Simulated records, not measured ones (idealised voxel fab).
Process module under the name voxel gate over fins
175 nm wide, 5 nm square cells: that's cross-section cut.
Heads up, the way a cross-section reads in here is a grid of square cells, handed over as bands from the top down, with every band being one or more rows of cells. Basically the band line says how high the top is and how high the bottom is, in nm, and then what's in it from left to right, every material with its width in nm. Empty space shows up as "blank", and if a single material carries "edge to edge" it runs the full band edge to edge. All heights in this document are referenced to 0, defined as the level beneath which the wafer, as received, consists entirely of one material. The lowest band is not bounded below; it extends indefinitely downward and is written in the form "from 0 down". You'd read "30->40" like this: the band's top row of cells is as wide as the first number, its bottom row is as wide as the second, and going down, every row changes width by the same amount as the row before did. "all unchanged" -> step changed no cross-section cell. In "Enclosed voids" the enclosed voids are listed, meaning empty spaces of 8 cells or larger without any opening to the top. The form is width x height at distance, distance from the left edge, units nm. Whatever follows a step's settings on its line is a remark the simulator itself makes about that step. What "overlay nm" on a step's line means: if the step has a mask, that mask lay this far to the right of its planned place, or, when the value is negative, to the left.

Intended process steps:
step 1: RECEIVE with material Si
step 2: CONFORMAL_DEP with material SiN, thk nm 10
step 3: MASKED_ETCH with tone cover, mask id FINS, width nm 15, pitch nm 45, etch materials SiN, depth nm 10, overlay nm 0
step 4: MASKED_ETCH with tone cover, mask id FINS, width nm 15, pitch nm 45, etch materials Si, depth nm 30, overlay nm 0
step 5: OXIDIZE with depth nm 5
step 6: FILL_DEP with material SiO2, thk nm 5
step 7: CMP with height nm 10
step 8: SELECTIVE_ETCH with etch materials SiO2, depth nm 20
step 9: STRIP with etch materials SiN
step 10: CONFORMAL_DEP with material HfO2, thk nm 5
step 11: CONFORMAL_DEP with material TiN, thk nm 5
step 12: CONFORMAL_DEP with material TiAl, thk nm 5
step 13: CONFORMAL_DEP with material TiN, thk nm 5
step 14: FILL_DEP with material W, thk nm 10
step 15: CMP with height nm 25
step 16: CONFORMAL_DEP with material SiCN, thk nm 5

The first of the two wafers, which ran as planned:

Cross-section of the wafer at receipt, which is the condition after step 1:
    from 0 down: Si edge to edge
    Enclosed voids: none

Cross-sectional representation of the wafer at the conclusion of step 2:
    from 10 to 0: SiN edge to edge
    Anything lower than 0 is untouched.

Cross-sectional representation of the wafer at the conclusion of step 3:
    from 10 to 0: blank 35  SiN 15  blank 30  SiN 15  blank 30  SiN 15  blank 35
    Anything lower than 0 is untouched.

Cross-sectional representation of the wafer at the conclusion of step 4:
    from 10 to 0: blank 35  SiN 15  blank 30  SiN 15  blank 30  SiN 15  blank 35
    from 0 to -30: blank 35  Si 15  blank 30  Si 15  blank 30  Si 15  blank 35
    Anything lower than -30 is untouched.

Cross-sectional representation of the wafer at the conclusion of step 5:
    from 10 to 0: blank 35  SiN 15  blank 30  SiN 15  blank 30  SiN 15  blank 35
    from 0 to -30: blank 35  SiO2 5  Si 5  SiO2 5  blank 30  SiO2 5  Si 5  SiO2 5  blank 30  SiO2 5  Si 5  SiO2 5  blank 35
    from -30 to -35: SiO2 40  Si 5  SiO2 40  Si 5  SiO2 40  Si 5  SiO2 40
    Anything lower than -35 is untouched.

Cross-sectional representation of the wafer at the conclusion of step 6:
    from 15 to 10: SiO2 edge to edge
    from 10 to 0: SiO2 35  SiN 15  SiO2 30  SiN 15  SiO2 30  SiN 15  SiO2 35
    from 0 to -35: SiO2 40  Si 5  SiO2 40  Si 5  SiO2 40  Si 5  SiO2 40
    Anything lower than -35 is untouched.

Cross-sectional representation of the wafer at the conclusion of step 7:
    from 10 to 0: SiO2 35  SiN 15  SiO2 30  SiN 15  SiO2 30  SiN 15  SiO2 35
    Anything lower than 0 is untouched.

Cross-sectional representation of the wafer at the conclusion of step 8:
    from 10 to 0: blank 35  SiN 15  blank 30  SiN 15  blank 30  SiN 15  blank 35
    from 0 to -10: blank 40  Si 5  blank 40  Si 5  blank 40  Si 5  blank 40
    Anything lower than -10 is untouched.

Cross-sectional representation of the wafer at the conclusion of step 9:
    from 0 to -10: blank 40  Si 5  blank 40  Si 5  blank 40  Si 5  blank 40
    Anything lower than -10 is untouched.

Cross-sectional representation of the wafer at the conclusion of step 10:
    from 5 to 0: blank 35  HfO2 15  blank 30  HfO2 15  blank 30  HfO2 15  blank 35
    from 0 to -5: blank 35  HfO2 5  Si 5  HfO2 5  blank 30  HfO2 5  Si 5  HfO2 5  blank 30  HfO2 5  Si 5  HfO2 5  blank 35
    from -5 to -10: HfO2 40  Si 5  HfO2 40  Si 5  HfO2 40  Si 5  HfO2 40
    Anything lower than -10 is untouched.

Cross-sectional representation of the wafer at the conclusion of step 11:
    from 10 to 5: blank 30  TiN 25  blank 20  TiN 25  blank 20  TiN 25  blank 30
    from 5 to 0: blank 30  TiN 5  HfO2 15  TiN 5  blank 20  TiN 5  HfO2 15  TiN 5  blank 20  TiN 5  HfO2 15  TiN 5  blank 30
    from 0 to -5: TiN 35  HfO2 5  Si 5  HfO2 5  TiN 30  HfO2 5  Si 5  HfO2 5  TiN 30  HfO2 5  Si 5  HfO2 5  TiN 35
    Anything lower than -5 is untouched.

Cross-sectional representation of the wafer at the conclusion of step 12:
    from 15 to 10: blank 25  TiAl 35  blank 10  TiAl 35  blank 10  TiAl 35  blank 25
    from 10 to 5: blank 25  TiAl 5  TiN 25  TiAl 5  blank 10  TiAl 5  TiN 25  TiAl 5  blank 10  TiAl 5  TiN 25  TiAl 5  blank 25
    from 5 to 0: TiAl 30  TiN 5  HfO2 15  TiN 5  TiAl 20  TiN 5  HfO2 15  TiN 5  TiAl 20  TiN 5  HfO2 15  TiN 5  TiAl 30
    Anything lower than 0 is untouched.

Cross-sectional representation of the wafer at the conclusion of step 13:
    from 20 to 15: blank 20  TiN 135  blank 20
    from 15 to 10: blank 20  TiN 5  TiAl 35  TiN 10  TiAl 35  TiN 10  TiAl 35  TiN 5  blank 20
    from 10 to 5: TiN 25  TiAl 5  TiN 25  TiAl 5  TiN 10  TiAl 5  TiN 25  TiAl 5  TiN 10  TiAl 5  TiN 25  TiAl 5  TiN 25
    Anything lower than 5 is untouched.

Cross-sectional representation of the wafer at the conclusion of step 14:
    from 30 to 20: W edge to edge
    from 20 to 15: W 20  TiN 135  W 20
    from 15 to 10: W 20  TiN 5  TiAl 35  TiN 10  TiAl 35  TiN 10  TiAl 35  TiN 5  W 20
    Anything lower than 10 is untouched.

Cross-sectional representation of the wafer at the conclusion of step 15:
    from 25 to 20: W edge to edge
    Anything lower than 20 is untouched.

Cross-sectional representation of the wafer at the conclusion of step 16:
    from 30 to 25: SiCN edge to edge
    Anything lower than 25 is untouched.

Second wafer. Start and plan as for the first. One mistake made in running. Agrees with the first up to and including step 2:

Cross-section of the second wafer corresponding to the planned conclusion of step 3:
    from 10 to 0: blank 35  SiN 20  blank 25  SiN 20  blank 25  SiN 20  blank 30
    Anything lower than 0 is untouched.

Cross-section of the second wafer corresponding to the planned conclusion of step 4:
    from 10 to 0: blank 35  SiN 20  blank 25  SiN 20  blank 25  SiN 20  blank 30
    from 0 to -30: blank 35  Si 20  blank 25  Si 20  blank 25  Si 20  blank 30
    Anything lower than -30 is untouched.

Cross-section of the second wafer corresponding to the planned conclusion of step 5:
    from 10 to 0: blank 35  SiN 20  blank 25  SiN 20  blank 25  SiN 20  blank 30
    from 0 to -30: blank 35  SiO2 5  Si 10  SiO2 5  blank 25  SiO2 5  Si 10  SiO2 5  blank 25  SiO2 5  Si 10  SiO2 5  blank 30
    from -30 to -35: SiO2 40  Si 10  SiO2 35  Si 10  SiO2 35  Si 10  SiO2 35
    Anything lower than -35 is untouched.

Cross-section of the second wafer corresponding to the planned conclusion of step 6:
    from 15 to 10: SiO2 edge to edge
    from 10 to 0: SiO2 35  SiN 20  SiO2 25  SiN 20  SiO2 25  SiN 20  SiO2 30
    from 0 to -35: SiO2 40  Si 10  SiO2 35  Si 10  SiO2 35  Si 10  SiO2 35
    Anything lower than -35 is untouched.

Cross-section of the second wafer corresponding to the planned conclusion of step 7:
    from 10 to 0: SiO2 35  SiN 20  SiO2 25  SiN 20  SiO2 25  SiN 20  SiO2 30
    Anything lower than 0 is untouched.

Cross-section of the second wafer corresponding to the planned conclusion of step 8:
    from 10 to 0: blank 35  SiN 20  blank 25  SiN 20  blank 25  SiN 20  blank 30
    from 0 to -10: blank 40  Si 10  blank 35  Si 10  blank 35  Si 10  blank 35
    Anything lower than -10 is untouched.

Cross-section of the second wafer corresponding to the planned conclusion of step 9:
    from 0 to -10: blank 40  Si 10  blank 35  Si 10  blank 35  Si 10  blank 35
    Anything lower than -10 is untouched.

Cross-section of the second wafer corresponding to the planned conclusion of step 10:
    from 5 to 0: blank 35  HfO2 20  blank 25  HfO2 20  blank 25  HfO2 20  blank 30
    from 0 to -5: blank 35  HfO2 5  Si 10  HfO2 5  blank 25  HfO2 5  Si 10  HfO2 5  blank 25  HfO2 5  Si 10  HfO2 5  blank 30
    from -5 to -10: HfO2 40  Si 10  HfO2 35  Si 10  HfO2 35  Si 10  HfO2 35
    Anything lower than -10 is untouched.

Cross-section of the second wafer corresponding to the planned conclusion of step 11:
    from 10 to 5: blank 30  TiN 30  blank 15  TiN 30  blank 15  TiN 30  blank 25
    from 5 to 0: blank 30  TiN 5  HfO2 20  TiN 5  blank 15  TiN 5  HfO2 20  TiN 5  blank 15  TiN 5  HfO2 20  TiN 5  blank 25
    from 0 to -5: TiN 35  HfO2 5  Si 10  HfO2 5  TiN 25  HfO2 5  Si 10  HfO2 5  TiN 25  HfO2 5  Si 10  HfO2 5  TiN 30
    Anything lower than -5 is untouched.

Cross-section of the second wafer corresponding to the planned conclusion of step 12:
    from 15 to 10: blank 25  TiAl 40  blank 5  TiAl 40  blank 5  TiAl 40  blank 20
    from 10 to 5: blank 25  TiAl 5  TiN 30  TiAl 5  blank 5  TiAl 5  TiN 30  TiAl 5  blank 5  TiAl 5  TiN 30  TiAl 5  blank 20
    from 5 to 0: TiAl 30  TiN 5  HfO2 20  TiN 5  TiAl 15  TiN 5  HfO2 20  TiN 5  TiAl 15  TiN 5  HfO2 20  TiN 5  TiAl 25
    Anything lower than 0 is untouched.

Cross-section of the second wafer corresponding to the planned conclusion of step 13:
    from 20 to 15: blank 20  TiN 140  blank 15
    from 15 to 10: blank 20  TiN 5  TiAl 40  TiN 5  TiAl 40  TiN 5  TiAl 40  TiN 5  blank 15
    from 10 to 5: TiN 25  TiAl 5  TiN 30  TiAl 5  TiN 5  TiAl 5  TiN 30  TiAl 5  TiN 5  TiAl 5  TiN 30  TiAl 5  TiN 20
    Anything lower than 5 is untouched.

Cross-section of the second wafer corresponding to the planned conclusion of step 14:
    from 30 to 20: W edge to edge
    from 20 to 15: W 20  TiN 140  W 15
    from 15 to 10: W 20  TiN 5  TiAl 40  TiN 5  TiAl 40  TiN 5  TiAl 40  TiN 5  W 15
    Anything lower than 10 is untouched.

Cross-section of the second wafer corresponding to the planned conclusion of step 15:
    from 25 to 20: W edge to edge
    Anything lower than 20 is untouched.

Cross-section of the second wafer corresponding to the planned conclusion of step 16:
    from 30 to 25: SiCN edge to edge
    Anything lower than 25 is untouched.
What broke from the plan during processing? step 3 was run on a setting that differed from the plan, and what really ran there is MASKED_ETCH with tone cover, mask id FINS, width nm 20, pitch nm 45, etch materials SiN, depth nm 10, overlay nm 0
End check, counted in cells, second wafer has more or fewer of these materials than the first: 21 more of Si; 15 fewer of SiO2; 4 fewer of TiN; 2 fewer of W
